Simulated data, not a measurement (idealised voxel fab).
This section sets out a process module, namely voxel spacer lines.
Square cell edge 5 nm, section width 180 nm, ID cut.
In this document a cross-section is written as a grid of square cells. It is given as a series of bands, listed from the top down, and a band is one or more rows of cells.
Top, bottom (nm), then materials left to right with widths (nm); lone material tagged "everywhere" fills the whole band edge to edge; "blank" = empty space.
Ref level 0: as-received wafer is one material below here. Bottom band extends down with no lower bound ("0 -> down").
With a width like "30->40", each row of cells in the band differs from the next by the same amount, the top row carrying the first number and the bottom row the second.
"no change", as given for a step, is the statement that not any cell of the cross-section underwent a change during that step.
"Voids, enclosed" enumerates empty spaces isolated from the top, with no open way to it, that contain at least 8 cells, giving each as width x height at distance from the left edge, all three in nm.
Read whatever lies past the settings on a step's line as the simulator's own remark about the step.
overlay nm: mask offset rightward from planned place, masked step; negative means leftward offset.
-- Process steps foreseen in the plan
- 1: RECEIVE,material Si
- 2: CONFORMAL_DEP,material Al2O3,thk nm 5
- 3: DIRECTIONAL_DEP,material TiN,thk nm 15
- 4: DIRECTIONAL_DEP,material polySi,thk nm 25
- 5: PATTERN,tone cover,mask id MANDREL,material resist,width nm 25,pitch nm 80,thk nm 30,overlay nm 0
- 6: DIRECTIONAL_ETCH,etch materials polySi,depth nm 25
- 7: STRIP,etch materials resist
- 8: CONFORMAL_DEP,material SiO2,thk nm 15
- 9: DIRECTIONAL_ETCH,etch materials SiO2,depth nm 15
- 10: STRIP,etch materials polySi
- 11: DIRECTIONAL_ETCH,etch materials TiN,depth nm 15
- 12: STRIP,etch materials SiO2
-- Step 1 complete: cross-section of the wafer as received
* 0 -> down = Si everywhere
* Voids, enclosed: none
-- Figure: cross-sectional view of the wafer upon completion of the module, processed from the initial state and according to the plan depicted above, with one error introduced during execution
* 45 -> 20 = 20 blank  15 TiN  25 polySi  15 TiN  25 blank  15 TiN  25 polySi  15 TiN  25 blank
* 20 -> 5 = TiN everywhere
* 5 -> 0 = Al2O3 everywhere
* 0 -> down = Si everywhere
* Voids, enclosed: none
What went wrong in running the wafer? not per plan at step 8, really ran CONFORMAL_DEP,material TiN,thk nm 15
